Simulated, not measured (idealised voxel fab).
The name of this process module is voxel capacitor over wiring.
The cross-section on display is named cut; it measures 245 nm wide, and its cells are 5 nm squares.
For the purposes of this document, a cross-section shall be understood as a grid of square cells, specified as bands listed in top-to-bottom order, each band consisting of one or more rows of cells. Look at the band entry: it leads with the top's height and the bottom's height in nm. Then it lists the materials left to right, with a width in nm for each. The word "all across" on a single material says that material fills the band edge to edge. The word "blank" is empty space. Heights are measured from 0, the level below which the as-received wafer is all one material; the lowest band has no bottom and continues downward, written as in "0..down". So if you see something like "30..40" for the width, read it as the top row of the band sitting at the first number and the bottom row at the second, with every row in between moving by the same amount as the last. You'll sometimes find "stayed the same" written for a step, and that's the way of saying that nowhere in the cross-section did a cell change during that step. Any empty space of 8 cells or more lacking an open way to the top shows up in "Internal closed voids" as width x height at distance, distance from the left edge, in nm. Text after the settings on a step's line: the simulator's own remark on that step. The line of a step may include "overlay nm". On a step with a mask, this value is how far to the right of its planned place the mask lay. A negative value means the mask lay to the left.
## Steps planned for the process
1) RECEIVE, material Si
2) CONFORMAL_DEP, material SiO2, thk nm 15
3) CONFORMAL_DEP, material SiN, thk nm 5
4) DIRECTIONAL_DEP, material lowk, thk nm 25
5) PATTERN, tone open, mask id METAL_1, material resist, width nm 20, pitch nm 75, thk nm 20, overlay nm 0
6) DIRECTIONAL_ETCH, etch materials lowk, depth nm 25
7) DIRECTIONAL_ETCH, etch materials SiN, depth nm 5
8) STRIP, etch materials resist
9) CONFORMAL_DEP, material TiN, thk nm 5
10) FILL_DEP, material Cu, thk nm 5
11) CMP, height nm 45
12) CONFORMAL_DEP, material SiCN, thk nm 5
13) DIRECTIONAL_DEP, material lowk, thk nm 10
14) PATTERN, tone open, mask id PLUG_1, material resist, width nm 15, thk nm 20, overlay nm 0
15) DIRECTIONAL_ETCH, etch materials lowk, depth nm 10
16) DIRECTIONAL_ETCH, etch materials SiCN, depth nm 5
17) STRIP, etch materials resist
18) CONFORMAL_DEP, material TiN, thk nm 5
19) FILL_DEP, material Cu, thk nm 5
20) CMP, height nm 60
21) DIRECTIONAL_DEP, material TiN, thk nm 10
22) DIRECTIONAL_DEP, material HfO2, thk nm 5
23) DIRECTIONAL_DEP, material TiN, thk nm 10
24) MASKED_ETCH, tone cover, mask id UPPER_PLATE, width nm 60, etch materials TiN, depth nm 10, overlay nm 0
25) MASKED_ETCH, tone cover, mask id UPPER_PLATE, width nm 60, etch materials HfO2, depth nm 5, overlay nm 0
26) MASKED_ETCH, tone cover, mask id LOWER_PLATE, width nm 70, etch materials TiN, depth nm 10, overlay nm 0
27) FILL_DEP, material SiO2, thk nm 15
28) CMP, height nm 95
29) MASKED_ETCH, tone open, mask id PLUG_2, width nm 15, etch materials SiO2, depth nm 10, overlay nm 0
30) CONFORMAL_DEP, material TiN, thk nm 5
31) FILL_DEP, material Cu, thk nm 10
32) CMP, height nm 95
33) CONFORMAL_DEP, material SiCN, thk nm 5
## as received, after step 1
- 0..down = Si all across
- Internal closed voids: none
## Module complete, cross-section. Starting point and plan per above. One mistake made in running the module
- 100..95 = SiCN all across
- 95..90 = SiO2: 90 | TiN: 5 | Cu: 5 | TiN: 5 | SiO2: 140
- 90..85 = SiO2: 90 | TiN: 15 | SiO2: 140
- 85..75 = SiO2: 75 | TiN: 5 | SiO2: 60 | TiN: 5 | SiO2: 100
- 75..70 = HfO2 all across
- 70..60 = TiN all across
- 60..50 = lowk: 80 | TiN: 5 | Cu: 5 | TiN: 5 | lowk: 150
- 50..45 = SiCN: 80 | TiN: 15 | SiCN: 150
- 45..20 = lowk: 75 | TiN: 5 | Cu: 10 | TiN: 5 | lowk: 55 | TiN: 5 | Cu: 10 | TiN: 5 | lowk: 75
- 20..15 = SiN: 75 | TiN: 20 | SiN: 55 | TiN: 20 | SiN: 75
- 15..0 = SiO2 all across
- 0..down = Si all across
- Internal closed voids: none
Where did the run depart from the plan? contrary to plan, step 24 was performed as MASKED_ETCH, tone open, mask id UPPER_PLATE, width nm 60, etch materials TiN, depth nm 10, overlay nm 0
